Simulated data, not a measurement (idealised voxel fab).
Name of the process module below: voxel self aligned contacts
Each square cell in cross-section cut measures 5 nm, and the section as a whole is 220 nm wide.
When this document writes out a cross-section, it uses a grid of square cells and lists it as bands, beginning at the top and moving down, with a band standing for one or more rows of cells. Within each band entry, the heights of the top and of the bottom of the band appear first, in that order and in nm; the materials of the band then follow from left to right, each with its corresponding width in nm. The designation "edge to edge" on a single material indicates that it fills the band from edge to edge; the designation "blank" indicates empty space. All heights in this document are referenced to 0, defined as the level beneath which the wafer, as received, consists entirely of one material. The lowest band is not bounded below; it extends indefinitely downward and is written in the form "from 0 down". The expression "30..40" gives the width at the extremes of the band, the first number at its top row of cells and the second at its bottom row, with the width changing by equal amounts from each row to the next in between. A step reported as "remains unaltered" is a step in which no cell of the cross-section changed. In "Sealed void list" the enclosed voids are listed, meaning empty spaces of 8 cells or larger without any opening to the top. The form is width x height at distance, distance from the left edge, units nm. That trailing text on a step's line, after the settings, is the simulator's own remark on the step. Among the settings permitted on a step's line is "overlay nm"; applied to a step with a mask, it specifies the extent to which the mask lay to the right of its planned position, whereas a negative figure signifies a position to the left.

THESE ARE THE STEPS WE PLANNED FOR THE PROCESS
1,RECEIVE: material Si
2,OXIDIZE: depth nm 5
3,DIRECTIONAL_DEP: material polySi, thk nm 30
4,DIRECTIONAL_DEP: material SiN, thk nm 25
5,PATTERN: tone cover, mask id GATE, material resist, width nm 30, pitch nm 70, thk nm 15, overlay nm -10
6,DIRECTIONAL_ETCH: etch materials SiN, depth nm 25
7,DIRECTIONAL_ETCH: etch materials polySi, depth nm 30
8,STRIP: etch materials resist
9,CONFORMAL_DEP: material SiN, thk nm 10
10,DIRECTIONAL_ETCH: etch materials SiN, depth nm 10
11,FILL_DEP: material SiO2, thk nm 15
12,CMP: height nm 60
13,PATTERN: tone open, mask id CONTACT, material resist, width nm 50, pitch nm 70, thk nm 15, overlay nm 0
14,DIRECTIONAL_ETCH: etch materials SiO2, depth nm 65
15,STRIP: etch materials resist
16,CONFORMAL_DEP: material TiN, thk nm 5
17,FILL_DEP: material W, thk nm 10
18,CMP: height nm 60
19,CONFORMAL_DEP: material SiN, thk nm 5
Heads up: all these wafers start the same, and what changes between them is the overlay nm in step 5. The value you see in the plan is just what the first wafer got.

CROSS-SECTION OF THE FIRST OF SEVERAL WAFERS AS RECEIVED (AFTER STEP 1)
    from 0 down = Si edge to edge
    Sealed void list: none

FIRST OF SEVERAL WAFERS IN CROSS-SECTION AT MODULE END, FOLLOWING THE FINAL STEP, STEP 19
    from 65 to 60 = SiN edge to edge
    from 60 to 55 = SiO2 50; TiN 10; W 10; TiN 30; SiO2 20; TiN 10; W 10; TiN 30; SiO2 50
    from 55 to 30 = SiO2 5; SiN 50; TiN 5; W 10; TiN 5; SiN 50; TiN 5; W 10; TiN 5; SiN 50; SiO2 25
    from 30 to 0 = SiO2 5; SiN 10; polySi 30; SiN 10; TiN 5; W 10; TiN 5; SiN 10; polySi 30; SiN 10; TiN 5; W 10; TiN 5; SiN 10; polySi 30; SiN 10; SiO2 25
    from 0 to -5 = SiO2 55; TiN 20; SiO2 50; TiN 20; SiO2 75
    from -5 down = Si edge to edge
    Sealed void list: none

LAST WAFER X-SEC, END OF MODULE
    from 65 to 60 = SiN edge to edge
    from 60 to 55 = SiO2 50; TiN 30; W 10; TiN 10; SiO2 20; TiN 30; W 10; TiN 10; SiO2 50
    from 55 to 30 = SiO2 25; SiN 50; TiN 5; W 10; TiN 5; SiN 50; TiN 5; W 10; TiN 5; SiN 50; SiO2 5
    from 30 to 0 = SiO2 25; SiN 10; polySi 30; SiN 10; TiN 5; W 10; TiN 5; SiN 10; polySi 30; SiN 10; TiN 5; W 10; TiN 5; SiN 10; polySi 30; SiN 10; SiO2 5
    from 0 to -5 = SiO2 75; TiN 20; SiO2 50; TiN 20; SiO2 55
    from -5 down = Si edge to edge
    Sealed void list: none

QUICK KEY FOR THE TABLE: A ROW PER WAFER, TAKEN AT THE END OF THE MODULE. FOR EACH MATERIAL IT TELLS YOU HOW MANY CELLS THE WAFER GAINED (+) OR LOST (-) SINCE IT CAME IN, AND THE CLOSED VOIDS COME AFTER
overlay nm -10 | -44 Si | +266 SiN | +126 SiO2 | +68 TiN | +48 W | +108 polySi | Sealed void list: none
overlay nm -5 | -44 Si | +266 SiN | +126 SiO2 | +68 TiN | +48 W | +108 polySi | Sealed void list: none
overlay nm 0 | -44 Si | +266 SiN | +126 SiO2 | +68 TiN | +48 W | +108 polySi | Sealed void list: none
overlay nm 5 | -44 Si | +266 SiN | +126 SiO2 | +68 TiN | +48 W | +108 polySi | Sealed void list: none
overlay nm 10 | -44 Si | +266 SiN | +126 SiO2 | +68 TiN | +48 W | +108 polySi | Sealed void list: none
